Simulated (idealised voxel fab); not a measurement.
process module | voxel tone inversion
cross-section cut | 300 nm wide | cells 5 nm
A cross-section is a grid of square cells, given in bands from the top down. A band is one or more rows of cells.
Each band's line starts with the height of the band's top and of its bottom, in nm. Then come its materials from left to right, each with its width in nm. One material with "throughout" fills the band from edge to edge. "air" is empty space.
Height 0 is the level under which the wafer as received is all one material. The lowest band goes on downwards, as in "0 down".
A width such as "30 to 40" changes by the same amount from each row of cells to the next, from the band's top row to its bottom row.
"no change" after a step means that no cell of the cross-section changed.
closed voids: empty space of 8 cells or more with no open way to the top, each as width x height at its distance from the left edge, in nm
after a step's settings: what the simulator itself notes on the step
overlay nm, on a step with a mask: how far to the right of its planned place the mask lay; to the left if negative
plan
1 op RECEIVE | material Si
2 op CONFORMAL_DEP | material SiCN | thk nm 5
3 op DIRECTIONAL_DEP | material polySi | thk nm 15
4 op PATTERN | tone cover | mask id POSTS | material resist | width nm 20 | pitch nm 40 | thk nm 25 | overlay nm 0
5 op DIRECTIONAL_ETCH | etch materials polySi | depth nm 15
6 op STRIP | etch materials resist
7 op FILL_DEP | material SiO2 | thk nm 5
8 op CMP | height nm 20
9 op STRIP | etch materials polySi
first wafer, as planned
as received, after step 1
  0 down: Si throughout
  closed voids: none
after step 2
  5 to 0: SiCN throughout
  below 0: unchanged
after step 3
  20 to 5: polySi throughout
  below 5: unchanged
after step 4
  45 to 20: air 120 | resist 20 | air 20 | resist 20 | air 120
  below 20: unchanged
after step 5
  45 to 20: air 120 | resist 20 | air 20 | resist 20 | air 120
  20 to 5: air 120 | polySi 20 | air 20 | polySi 20 | air 120
  below 5: unchanged
after step 6
  20 to 5: air 120 | polySi 20 | air 20 | polySi 20 | air 120
  below 5: unchanged
after step 7
  25 to 20: SiO2 throughout
  20 to 5: SiO2 120 | polySi 20 | SiO2 20 | polySi 20 | SiO2 120
  below 5: unchanged
after step 8
  20 to 5: SiO2 120 | polySi 20 | SiO2 20 | polySi 20 | SiO2 120
  below 5: unchanged
after step 9
  20 to 5: SiO2 120 | air 20 | SiO2 20 | air 20 | SiO2 120
  below 5: unchanged
second wafer: like start, like plan, one mistake. Through step 1 it matches the first wafer
when step 2 should have ended: no change
when step 3 should have ended
  15 to 0: polySi throughout
  below 0: unchanged
when step 4 should have ended
  40 to 15: air 120 | resist 20 | air 20 | resist 20 | air 120
  below 15: unchanged
when step 5 should have ended
  40 to 15: air 120 | resist 20 | air 20 | resist 20 | air 120
  15 to 0: air 120 | polySi 20 | air 20 | polySi 20 | air 120
  below 0: unchanged
when step 6 should have ended
  15 to 0: air 120 | polySi 20 | air 20 | polySi 20 | air 120
  below 0: unchanged
when step 7 should have ended
  20 to 15: SiO2 throughout
  15 to 0: SiO2 120 | polySi 20 | SiO2 20 | polySi 20 | SiO2 120
  below 0: unchanged
when step 8 should have ended: no change
when step 9 should have ended: no change
what went wrong: step 2 was left out
at the end the second wafer has, in cells: 60 fewer of SiCN | 60 more of SiO2 | 24 more of polySi
